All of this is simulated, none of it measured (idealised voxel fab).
The process module presented herein is designated voxel self aligned contacts.
Square cells of 5 nm make up the cross-section cut, whose width is 230 nm.
How to read a cross-section here: the picture is a grid of square cells, written as bands going from the top down, and any band can span one or more rows of cells.
Look at the band entry: it leads with the top's height and the bottom's height in nm. Then it lists the materials left to right, with a width in nm for each. The word "everywhere" on a single material says that material fills the band edge to edge. The word "empty" is empty space.
The level at which height equals 0 is the one under which the wafer, as it arrives, is entirely one material. No lower edge exists for the bottom band, which continues downward and is notated as in "from 0 down".
Think of "30->40" as a width that walks from the first number to the second as you go down the band, top row to bottom row, taking equal-sized steps from row to row.
The designation "left unchanged", where it is given for a processing step, indicates that no cell of the cross-section was altered in the course of that step.
In the "Internal closed voids" entry, you get each enclosed empty space of 8 cells or more, one with no open way to the top, written width x height at distance, distance from the left edge, in nm.
Note: text after step settings on the step line = simulator remark on that step.
overlay nm: for a step with a mask, the amount by which the mask lay right of where it was planned; a negative amount means left of it.
-- Here's what the planned process steps look like
1 RECEIVE: material Si
2 OXIDIZE: depth nm 5
3 DIRECTIONAL_DEP: material polySi, thk nm 30
4 DIRECTIONAL_DEP: material SiN, thk nm 20
5 MASKED_ETCH: tone cover, mask id GATE, width nm 25, pitch nm 55, etch materials SiN, depth nm 20, overlay nm 0
6 MASKED_ETCH: tone cover, mask id GATE, width nm 15, pitch nm 55, etch materials polySi, depth nm 30, overlay nm 0
7 CONFORMAL_DEP: material SiN, thk nm 5
8 DIRECTIONAL_ETCH: etch materials SiN, depth nm 5
9 FILL_DEP: material SiO2, thk nm 15
10 CMP: height nm 60
11 PATTERN: tone open, mask id CONTACT, material resist, width nm 40, thk nm 15, overlay nm 0
12 DIRECTIONAL_ETCH: etch materials SiO2, depth nm 65
13 STRIP: etch materials resist
14 CONFORMAL_DEP: material TiN, thk nm 5
15 FILL_DEP: material Ru, thk nm 10
16 CMP: height nm 60
17 CONFORMAL_DEP: material SiCN, thk nm 5
Same starting wafers, different width nm at step 6. Plan value belongs to the first wafer.
-- This is how the first of several wafers looked in cross-section when it arrived, which is after step 1
from 0 down | Si everywhere
Internal closed voids: none
-- Quick key for the table: a row per wafer, taken at the end of the module. For each material it tells you how many cells the wafer gained (+) or lost (-) since it came in, and the closed voids come after
width nm 15 | +28 Ru | -46 Si | +46 SiCN | +80 SiN | +398 SiO2 | +32 TiN | +60 polySi | Internal closed voids: none
width nm 20 | +28 Ru | -46 Si | +46 SiCN | +80 SiN | +398 SiO2 | +32 TiN | +60 polySi | Internal closed voids: none
width nm 25 | +28 Ru | -46 Si | +46 SiCN | +80 SiN | +398 SiO2 | +32 TiN | +60 polySi | Internal closed voids: none
width nm 30 | +21 Ru | -46 Si | +46 SiCN | +80 SiN | +393 SiO2 | +32 TiN | +72 polySi | Internal closed voids: none
width nm 35 | +14 Ru | -46 Si | +46 SiCN | +80 SiN | +388 SiO2 | +32 TiN | +84 polySi | Internal closed voids: none
width nm 40 | +14 Ru | -46 Si | +46 SiCN | +80 SiN | +383 SiO2 | +25 TiN | +96 polySi | Internal closed voids: none
